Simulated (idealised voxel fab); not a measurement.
The following is a process module called voxel spacer lines.
We display cut, a cross-section 230 nm in width whose square cells are each 5 nm.
A cross-section is a grid of square cells, given in bands from the top down. A band is one or more rows of cells.
A band entry consists of two parts. The first gives the height of the band's top and the height of its bottom, in nm. The rest lists the band's materials from left to right, each with its width in nm. A single material labelled with the word "all across" fills the band from edge to edge, and the word "empty" marks empty space.
The reference from which all heights are counted is 0, the level beneath which the as-received wafer is entirely one material; the lowest band, having no lower bound, proceeds downward and is written after the example "0 down".
You'd read "30..40" like this: the band's top row of cells is as wide as the first number, its bottom row is as wide as the second, and going down, every row changes width by the same amount as the row before did.
"nothing altered" (step): cross-section cells unchanged, all of them.
Unvented cavities: empty space of 8 cells or more with no open way to the top, each as width x height at its distance from the left edge, in nm
What comes after the settings on a step's line is commentary from the simulator itself on that step.
The setting "overlay nm" may be written on the line of a step. When the step uses a mask, the value reports how far to the right of the planned place the mask lay, and a negative value reports that it lay to the left.
# Process steps (planned)
| 1 | RECEIVE | material Si |
| 2 | CONFORMAL_DEP | material SiO2 | thk nm 5 |
| 3 | DIRECTIONAL_DEP | material polySi | thk nm 10 |
| 4 | DIRECTIONAL_DEP | material aC | thk nm 20 |
| 5 | PATTERN | tone cover | mask id MANDREL | material resist | width nm 20 | pitch nm 70 | thk nm 25 | overlay nm 0 |
| 6 | DIRECTIONAL_ETCH | etch materials aC | depth nm 20 |
| 7 | STRIP | etch materials resist |
| 8 | CONFORMAL_DEP | material SiN | thk nm 15 |
| 9 | DIRECTIONAL_ETCH | etch materials SiN | depth nm 15 |
| 10 | STRIP | etch materials aC |
| 11 | DIRECTIONAL_ETCH | etch materials polySi | depth nm 10 |
| 12 | STRIP | etch materials SiN |
| 13 | FILL_DEP | material lowk | thk nm 10 |
| 14 | CMP | height nm 15 |
# First wafer out of two, processed as planned
# Incoming wafer, cross-sectional view, post step 1
    0 down | Si all across
    Unvented cavities: none
# The wafer, seen in cross-section, after step 2
    5 to 0 | SiO2 all across
    Anything lower than 0 is untouched.
# The wafer, seen in cross-section, after step 3
    15 to 5 | polySi all across
    Anything lower than 5 is untouched.
# The wafer, seen in cross-section, after step 4
    35 to 15 | aC all across
    Anything lower than 15 is untouched.
# The wafer, seen in cross-section, after step 5
    60 to 35 | 70 nm empty, 20 nm resist, 50 nm empty, 20 nm resist, 70 nm empty
    Anything lower than 35 is untouched.
# The wafer, seen in cross-section, after step 6
    40 to 35 | 70 nm empty, 20 nm resist, 50 nm empty, 20 nm resist, 70 nm empty
    35 to 15 | 70 nm empty, 20 nm aC, 50 nm empty, 20 nm aC, 70 nm empty
    Anything lower than 15 is untouched.
# The wafer, seen in cross-section, after step 7
    35 to 15 | 70 nm empty, 20 nm aC, 50 nm empty, 20 nm aC, 70 nm empty
    Anything lower than 15 is untouched.
# The wafer, seen in cross-section, after step 8
    50 to 35 | 55 nm empty, 50 nm SiN, 20 nm empty, 50 nm SiN, 55 nm empty
    35 to 30 | 55 nm empty, 15 nm SiN, 20 nm aC, 15 nm SiN, 20 nm empty, 15 nm SiN, 20 nm aC, 15 nm SiN, 55 nm empty
    30 to 15 | 70 nm SiN, 20 nm aC, 50 nm SiN, 20 nm aC, 70 nm SiN
    Anything lower than 15 is untouched.
# The wafer, seen in cross-section, after step 9
    35 to 15 | 55 nm empty, 15 nm SiN, 20 nm aC, 15 nm SiN, 20 nm empty, 15 nm SiN, 20 nm aC, 15 nm SiN, 55 nm empty
    Anything lower than 15 is untouched.
# The wafer, seen in cross-section, after step 10
    35 to 15 | 55 nm empty, 15 nm SiN, 20 nm empty, 15 nm SiN, 20 nm empty, 15 nm SiN, 20 nm empty, 15 nm SiN, 55 nm empty
    Anything lower than 15 is untouched.
# The wafer, seen in cross-section, after step 11
    35 to 15 | 55 nm empty, 15 nm SiN, 20 nm empty, 15 nm SiN, 20 nm empty, 15 nm SiN, 20 nm empty, 15 nm SiN, 55 nm empty
    15 to 5 | 55 nm empty, 15 nm polySi, 20 nm empty, 15 nm polySi, 20 nm empty, 15 nm polySi, 20 nm empty, 15 nm polySi, 55 nm empty
    Anything lower than 5 is untouched.
# The wafer, seen in cross-section, after step 12
    15 to 5 | 55 nm empty, 15 nm polySi, 20 nm empty, 15 nm polySi, 20 nm empty, 15 nm polySi, 20 nm empty, 15 nm polySi, 55 nm empty
    Anything lower than 5 is untouched.
# The wafer, seen in cross-section, after step 13
    25 to 15 | lowk all across
    15 to 5 | 55 nm lowk, 15 nm polySi, 20 nm lowk, 15 nm polySi, 20 nm lowk, 15 nm polySi, 20 nm lowk, 15 nm polySi, 55 nm lowk
    Anything lower than 5 is untouched.
# The wafer, seen in cross-section, after step 14
    15 to 5 | 55 nm lowk, 15 nm polySi, 20 nm lowk, 15 nm polySi, 20 nm lowk, 15 nm polySi, 20 nm lowk, 15 nm polySi, 55 nm lowk
    Anything lower than 5 is untouched.
# Wafer two of the pair: same origin, same plan, one error during the run; identical to wafer one up to and including step 4
# Second wafer, sectioned view, at step 5's planned end time
    60 to 35 | 65 nm empty, 30 nm resist, 40 nm empty, 30 nm resist, 65 nm empty
    Anything lower than 35 is untouched.
# Second wafer, sectioned view, at step 6's planned end time
    40 to 35 | 65 nm empty, 30 nm resist, 40 nm empty, 30 nm resist, 65 nm empty
    35 to 15 | 65 nm empty, 30 nm aC, 40 nm empty, 30 nm aC, 65 nm empty
    Anything lower than 15 is untouched.
# Second wafer, sectioned view, at step 7's planned end time
    35 to 15 | 65 nm empty, 30 nm aC, 40 nm empty, 30 nm aC, 65 nm empty
    Anything lower than 15 is untouched.
# Second wafer, sectioned view, at step 8's planned end time
    50 to 35 | 50 nm empty, 60 nm SiN, 10 nm empty, 60 nm SiN, 50 nm empty
    35 to 30 | 50 nm empty, 15 nm SiN, 30 nm aC, 15 nm SiN, 10 nm empty, 15 nm SiN, 30 nm aC, 15 nm SiN, 50 nm empty
    30 to 15 | 65 nm SiN, 30 nm aC, 40 nm SiN, 30 nm aC, 65 nm SiN
    Anything lower than 15 is untouched.
# Second wafer, sectioned view, at step 9's planned end time
    35 to 15 | 50 nm empty, 15 nm SiN, 30 nm aC, 15 nm SiN, 10 nm empty, 15 nm SiN, 30 nm aC, 15 nm SiN, 50 nm empty
    Anything lower than 15 is untouched.
# Second wafer, sectioned view, at step 10's planned end time
    35 to 15 | 50 nm empty, 15 nm SiN, 30 nm empty, 15 nm SiN, 10 nm empty, 15 nm SiN, 30 nm empty, 15 nm SiN, 50 nm empty
    Anything lower than 15 is untouched.
# Second wafer, sectioned view, at step 11's planned end time
    35 to 15 | 50 nm empty, 15 nm SiN, 30 nm empty, 15 nm SiN, 10 nm empty, 15 nm SiN, 30 nm empty, 15 nm SiN, 50 nm empty
    15 to 5 | 50 nm empty, 15 nm polySi, 30 nm empty, 15 nm polySi, 10 nm empty, 15 nm polySi, 30 nm empty, 15 nm polySi, 50 nm empty
    Anything lower than 5 is untouched.
# Second wafer, sectioned view, at step 12's planned end time
    15 to 5 | 50 nm empty, 15 nm polySi, 30 nm empty, 15 nm polySi, 10 nm empty, 15 nm polySi, 30 nm empty, 15 nm polySi, 50 nm empty
    Anything lower than 5 is untouched.
# Second wafer, sectioned view, at step 13's planned end time
    25 to 15 | lowk all across
    15 to 5 | 50 nm lowk, 15 nm polySi, 30 nm lowk, 15 nm polySi, 10 nm lowk, 15 nm polySi, 30 nm lowk, 15 nm polySi, 50 nm lowk
    Anything lower than 5 is untouched.
# Second wafer, sectioned view, at step 14's planned end time
    15 to 5 | 50 nm lowk, 15 nm polySi, 30 nm lowk, 15 nm polySi, 10 nm lowk, 15 nm polySi, 30 nm lowk, 15 nm polySi, 50 nm lowk
    Anything lower than 5 is untouched.
What broke from the plan during processing? step 5 changed vs plan, executed as PATTERN | tone cover | mask id MANDREL | material resist | width nm 30 | pitch nm 70 | thk nm 25 | overlay nm 0
Final wafers compared: equal cell tally per material, rearranged layout.
